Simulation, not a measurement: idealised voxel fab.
Proc. module: voxel ribs on slabs
Pictured: cross-section cut, 190 nm wide, on a grid of 5 nm square cells.
Cross-section, as written here: a square-cell grid given band by band from the top down, where a band holds one or more rows of cells. The band entry comprises the height of the band's top followed by the height of its bottom, expressed in nm, and subsequently the band's materials from left to right, each stated together with its width in nm. Where a single material is marked with the word "everywhere", that material fills the band from edge to edge. The word "empty" represents empty space. Heights from 0 (as-received wafer is one material below). Bottom band endless downward, as "top 0, no bottom". The expression "30..40" gives the width at the extremes of the band, the first number at its top row of cells and the second at its bottom row, with the width changing by equal amounts from each row to the next in between. "nothing different" after a step means that no cell of the cross-section changed. "Sealed voids" contains a list of empty spaces, each no smaller than 8 cells and without an open way to the top, written in the form width x height at distance with the distance from the left edge and all three in nm. Note: text after step settings on the step line = simulator remark on that step. Regarding "overlay nm": on a step with a mask, it is the distance the mask lay to the right of its planned place; a negative value places it to the left.

The following list gives the planned process steps:
1,RECEIVE [material Si]
2,DIRECTIONAL_DEP [material SiO2] [thk nm 20]
3,DIRECTIONAL_DEP [material SiN] [thk nm 15]
4,DIRECTIONAL_DEP [material aC] [thk nm 10]
5,PATTERN [tone cover] [mask id RIB] [material resist] [width nm 20] [thk nm 25] [overlay nm 0]
6,DIRECTIONAL_ETCH [etch materials aC] [depth nm 10]
7,STRIP [etch materials resist]
8,DIRECTIONAL_ETCH [etch materials SiN] [depth nm 10]
9,STRIP [etch materials aC]
10,MASKED_ETCH [tone cover] [mask id SLAB] [width nm 50] [etch materials SiN] [depth nm 5] [overlay nm 0]
11,FILL_DEP [material SiO2] [thk nm 20]
12,CMP [height nm 45]
13,DIRECTIONAL_DEP [material TiN] [thk nm 5]
14,MASKED_ETCH [tone cover] [mask id HEATER] [width nm 30] [etch materials TiN] [depth nm 5] [overlay nm 0]
15,CONFORMAL_DEP [material SiO2] [thk nm 5]

As-received state of the wafer in cross-section, equivalent to post-step 1:
  top 0, no bottom: Si everywhere
  Sealed voids: none

End-of-module XS, first of two wafers, run as planned:
  top 55, bottom 50: 75 empty, 40 SiO2, 75 empty
  top 50, bottom 45: 80 SiO2, 30 TiN, 80 SiO2
  top 45, bottom 35: SiO2 everywhere
  top 35, bottom 25: 85 SiO2, 20 SiN, 85 SiO2
  top 25, bottom 20: 70 SiO2, 50 SiN, 70 SiO2
  top 20, bottom 0: SiO2 everywhere
  top 0, no bottom: Si everywhere
  Sealed voids: none

Wafer two, end of module, cross-section. Same start, same plan as wafer one. One mistake in the run:
  top 55, bottom 50: 75 empty, 40 SiO2, 75 empty
  top 50, bottom 45: 80 SiO2, 30 TiN, 80 SiO2
  top 45, bottom 30: SiO2 everywhere
  top 30, bottom 20: 85 SiO2, 20 SiN, 85 SiO2
  top 20, bottom 15: 70 SiO2, 50 SiN, 70 SiO2
  top 15, bottom 0: SiO2 everywhere
  top 0, no bottom: Si everywhere
  Sealed voids: none
Nonconformance to the process plan: for step 2, the planned setting was not used; the step was instead run as DIRECTIONAL_DEP [material SiO2] [thk nm 15]
At the close, every material occupies the same number of cells on the second wafer as on the first, only in different positions.
